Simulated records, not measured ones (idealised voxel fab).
This section sets out a process module, namely voxel spacer lines.
We display cut, a cross-section 300 nm in width whose square cells are each 5 nm.
Heads up, the way a cross-section reads in here is a grid of square cells, handed over as bands from the top down, with every band being one or more rows of cells. Band: top and bottom heights (nm) first, top before bottom; then materials from left to right, widths in nm. "throughout" marks a sole material filling the band edge to edge. "empty" denotes empty space. Heights from 0 (as-received wafer is one material below). Bottom band endless downward, as "0 down". Think of "30 to 40" as a width that walks from the first number to the second as you go down the band, top row to bottom row, taking equal-sized steps from row to row. Key: "remains unaltered" - step with no changed cell in the cross-section. "Unvented cavities" enumerates empty spaces isolated from the top, with no open way to it, that contain at least 8 cells, giving each as width x height at distance from the left edge, all three in nm. That trailing text on a step's line, after the settings, is the simulator's own remark on the step. Regarding "overlay nm": on a step with a mask, it is the distance the mask lay to the right of its planned place; a negative value places it to the left.

THE PROCESS STEPS THAT WERE PLANNED ARE LISTED BELOW
step 1: RECEIVE | material Si
step 2: CONFORMAL_DEP | material Al2O3 | thk nm 5
step 3: DIRECTIONAL_DEP | material TiN | thk nm 15
step 4: DIRECTIONAL_DEP | material aC | thk nm 25
step 5: PATTERN | tone cover | mask id MANDREL | material resist | width nm 15 | pitch nm 60 | thk nm 30 | overlay nm 0
step 6: DIRECTIONAL_ETCH | etch materials aC | depth nm 25
step 7: STRIP | etch materials resist
step 8: CONFORMAL_DEP | material SiO2 | thk nm 15
step 9: DIRECTIONAL_ETCH | etch materials SiO2 | depth nm 15
step 10: STRIP | etch materials aC
step 11: DIRECTIONAL_ETCH | etch materials TiN | depth nm 15
step 12: STRIP | etch materials SiO2

OF TWO WAFERS, THE FIRST: RUN ACCORDING TO PLAN

SO THIS IS THE INCOMING WAFER IN CROSS-SECTION - IT'S ALREADY BEEN THROUGH STEP 1
0 down = Si throughout
Unvented cavities: none

PRESENTED HERE IS A CROSS-SECTION OF THE WAFER AFTER STEP 2 HAS BEEN PERFORMED
5 to 0 = Al2O3 throughout
Below 0, no change.

PRESENTED HERE IS A CROSS-SECTION OF THE WAFER AFTER STEP 3 HAS BEEN PERFORMED
20 to 5 = TiN throughout
Below 5, no change.

PRESENTED HERE IS A CROSS-SECTION OF THE WAFER AFTER STEP 4 HAS BEEN PERFORMED
45 to 20 = aC throughout
Below 20, no change.

PRESENTED HERE IS A CROSS-SECTION OF THE WAFER AFTER STEP 5 HAS BEEN PERFORMED
75 to 45 = empty: 110 | resist: 15 | empty: 45 | resist: 15 | empty: 115
Below 45, no change.

PRESENTED HERE IS A CROSS-SECTION OF THE WAFER AFTER STEP 6 HAS BEEN PERFORMED
50 to 45 = empty: 110 | resist: 15 | empty: 45 | resist: 15 | empty: 115
45 to 20 = empty: 110 | aC: 15 | empty: 45 | aC: 15 | empty: 115
Below 20, no change.

PRESENTED HERE IS A CROSS-SECTION OF THE WAFER AFTER STEP 7 HAS BEEN PERFORMED
45 to 20 = empty: 110 | aC: 15 | empty: 45 | aC: 15 | empty: 115
Below 20, no change.

PRESENTED HERE IS A CROSS-SECTION OF THE WAFER AFTER STEP 8 HAS BEEN PERFORMED
60 to 45 = empty: 95 | SiO2: 45 | empty: 15 | SiO2: 45 | empty: 100
45 to 35 = empty: 95 | SiO2: 15 | aC: 15 | SiO2: 15 | empty: 15 | SiO2: 15 | aC: 15 | SiO2: 15 | empty: 100
35 to 20 = SiO2: 110 | aC: 15 | SiO2: 45 | aC: 15 | SiO2: 115
Below 20, no change.

PRESENTED HERE IS A CROSS-SECTION OF THE WAFER AFTER STEP 9 HAS BEEN PERFORMED
45 to 20 = empty: 95 | SiO2: 15 | aC: 15 | SiO2: 15 | empty: 15 | SiO2: 15 | aC: 15 | SiO2: 15 | empty: 100
Below 20, no change.

PRESENTED HERE IS A CROSS-SECTION OF THE WAFER AFTER STEP 10 HAS BEEN PERFORMED
45 to 20 = empty: 95 | SiO2: 15 | empty: 15 | SiO2: 15 | empty: 15 | SiO2: 15 | empty: 15 | SiO2: 15 | empty: 100
Below 20, no change.

PRESENTED HERE IS A CROSS-SECTION OF THE WAFER AFTER STEP 11 HAS BEEN PERFORMED
45 to 20 = empty: 95 | SiO2: 15 | empty: 15 | SiO2: 15 | empty: 15 | SiO2: 15 | empty: 15 | SiO2: 15 | empty: 100
20 to 5 = empty: 95 | TiN: 15 | empty: 15 | TiN: 15 | empty: 15 | TiN: 15 | empty: 15 | TiN: 15 | empty: 100
Below 5, no change.

PRESENTED HERE IS A CROSS-SECTION OF THE WAFER AFTER STEP 12 HAS BEEN PERFORMED
20 to 5 = empty: 95 | TiN: 15 | empty: 15 | TiN: 15 | empty: 15 | TiN: 15 | empty: 15 | TiN: 15 | empty: 100
Below 5, no change.

THE SECOND WAFER: IDENTICAL TO THE FIRST AT THE OUTSET AND IN ITS PLANNED SEQUENCE, DIFFERING ONLY IN THAT ONE MISTAKE WAS MADE DURING PROCESSING; UP TO AND INCLUDING STEP 4, ITS PATH IS THE FIRST WAFER'S PATH

CROSS-SECTION: SECOND WAFER, TIME AT WHICH STEP 5 WAS SCHEDULED TO END
75 to 45 = empty: 105 | resist: 25 | empty: 35 | resist: 25 | empty: 110
Below 45, no change.

CROSS-SECTION: SECOND WAFER, TIME AT WHICH STEP 6 WAS SCHEDULED TO END
50 to 45 = empty: 105 | resist: 25 | empty: 35 | resist: 25 | empty: 110
45 to 20 = empty: 105 | aC: 25 | empty: 35 | aC: 25 | empty: 110
Below 20, no change.

CROSS-SECTION: SECOND WAFER, TIME AT WHICH STEP 7 WAS SCHEDULED TO END
45 to 20 = empty: 105 | aC: 25 | empty: 35 | aC: 25 | empty: 110
Below 20, no change.

CROSS-SECTION: SECOND WAFER, TIME AT WHICH STEP 8 WAS SCHEDULED TO END
60 to 45 = empty: 90 | SiO2: 55 | empty: 5 | SiO2: 55 | empty: 95
45 to 35 = empty: 90 | SiO2: 15 | aC: 25 | SiO2: 15 | empty: 5 | SiO2: 15 | aC: 25 | SiO2: 15 | empty: 95
35 to 20 = SiO2: 105 | aC: 25 | SiO2: 35 | aC: 25 | SiO2: 110
Below 20, no change.

CROSS-SECTION: SECOND WAFER, TIME AT WHICH STEP 9 WAS SCHEDULED TO END
45 to 20 = empty: 90 | SiO2: 15 | aC: 25 | SiO2: 15 | empty: 5 | SiO2: 15 | aC: 25 | SiO2: 15 | empty: 95
Below 20, no change.

CROSS-SECTION: SECOND WAFER, TIME AT WHICH STEP 10 WAS SCHEDULED TO END
45 to 20 = empty: 90 | SiO2: 15 | empty: 25 | SiO2: 15 | empty: 5 | SiO2: 15 | empty: 25 | SiO2: 15 | empty: 95
Below 20, no change.

CROSS-SECTION: SECOND WAFER, TIME AT WHICH STEP 11 WAS SCHEDULED TO END
45 to 20 = empty: 90 | SiO2: 15 | empty: 25 | SiO2: 15 | empty: 5 | SiO2: 15 | empty: 25 | SiO2: 15 | empty: 95
20 to 5 = empty: 90 | TiN: 15 | empty: 25 | TiN: 15 | empty: 5 | TiN: 15 | empty: 25 | TiN: 15 | empty: 95
Below 5, no change.

CROSS-SECTION: SECOND WAFER, TIME AT WHICH STEP 12 WAS SCHEDULED TO END
20 to 5 = empty: 90 | TiN: 15 | empty: 25 | TiN: 15 | empty: 5 | TiN: 15 | empty: 25 | TiN: 15 | empty: 95
Below 5, no change.
Finding, execution versus plan: step 5 ran as: PATTERN | tone cover | mask id MANDREL | material resist | width nm 25 | pitch nm 60 | thk nm 30 | overlay nm 0
So at the finish, the second wafer's got exactly as many cells of each material as the first, just not in the same spots.
